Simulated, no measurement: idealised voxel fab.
process module | voxel fin reveal
cross-section cut | 200 nm wide | cells 5 nm
A cross-section is a grid of square cells, given in bands from the top down. A band is one or more rows of cells.
Each band's line starts with the height of the band's top and of its bottom, in nm. Then come its materials from left to right, each with its width in nm. One material with "throughout" fills the band from edge to edge. "air" is empty space.
Height 0 is the level under which the wafer as received is all one material. The lowest band goes on downwards, as in "0 down".
A width such as "30 to 40" changes by the same amount from each row of cells to the next, from the band's top row to its bottom row.
"no change" after a step means that no cell of the cross-section changed.
closed voids: empty space of 8 cells or more with no open way to the top, each as width x height at its distance from the left edge, in nm
after a step's settings: what the simulator itself notes on the step
overlay nm, on a step with a mask: how far to the right of its planned place the mask lay; to the left if negative
plan
1 op RECEIVE | material Si
2 op CONFORMAL_DEP | material SiN | thk nm 10
3 op MASKED_ETCH | tone cover | mask id FINS | width nm 15 | pitch nm 35 | etch materials SiN | depth nm 10 | overlay nm 0
4 op MASKED_ETCH | tone cover | mask id FINS | width nm 15 | pitch nm 35 | etch materials Si | depth nm 35 | overlay nm 0
5 op OXIDIZE | depth nm 5
6 op FILL_DEP | material SiO2 | thk nm 10
7 op CMP | height nm 10
8 op SELECTIVE_ETCH | etch materials SiO2 | depth nm 35
9 op STRIP | etch materials SiN
10 op CONFORMAL_DEP | material HfO2 | thk nm 5
as received, after step 1
  0 down: Si throughout
  closed voids: none
first wafer at the end, as planned
  5 to 0: air 40 | HfO2 15 | air 20 | HfO2 15 | air 20 | HfO2 15 | air 20 | HfO2 15 | air 40
  0 to -20: air 40 | HfO2 5 | Si 5 | HfO2 5 | air 20 | HfO2 5 | Si 5 | HfO2 5 | air 20 | HfO2 5 | Si 5 | HfO2 5 | air 20 | HfO2 5 | Si 5 | HfO2 5 | air 40
  -20 to -25: HfO2 45 | Si 5 | HfO2 30 | Si 5 | HfO2 30 | Si 5 | HfO2 30 | Si 5 | HfO2 45
  -25 to -40: SiO2 45 | Si 5 | SiO2 30 | Si 5 | SiO2 30 | Si 5 | SiO2 30 | Si 5 | SiO2 45
  -40 down: Si throughout
  closed voids: none
second wafer at the end: like start, like plan, one mistake
  0 to -25: air 45 | Si 5 | air 30 | Si 5 | air 30 | Si 5 | air 30 | Si 5 | air 45
  -25 to -40: SiO2 45 | Si 5 | SiO2 30 | Si 5 | SiO2 30 | Si 5 | SiO2 30 | Si 5 | SiO2 45
  -40 down: Si throughout
  closed voids: none
what went wrong: step 10 was left out
at the end the second wafer has, in cells: 80 fewer of HfO2
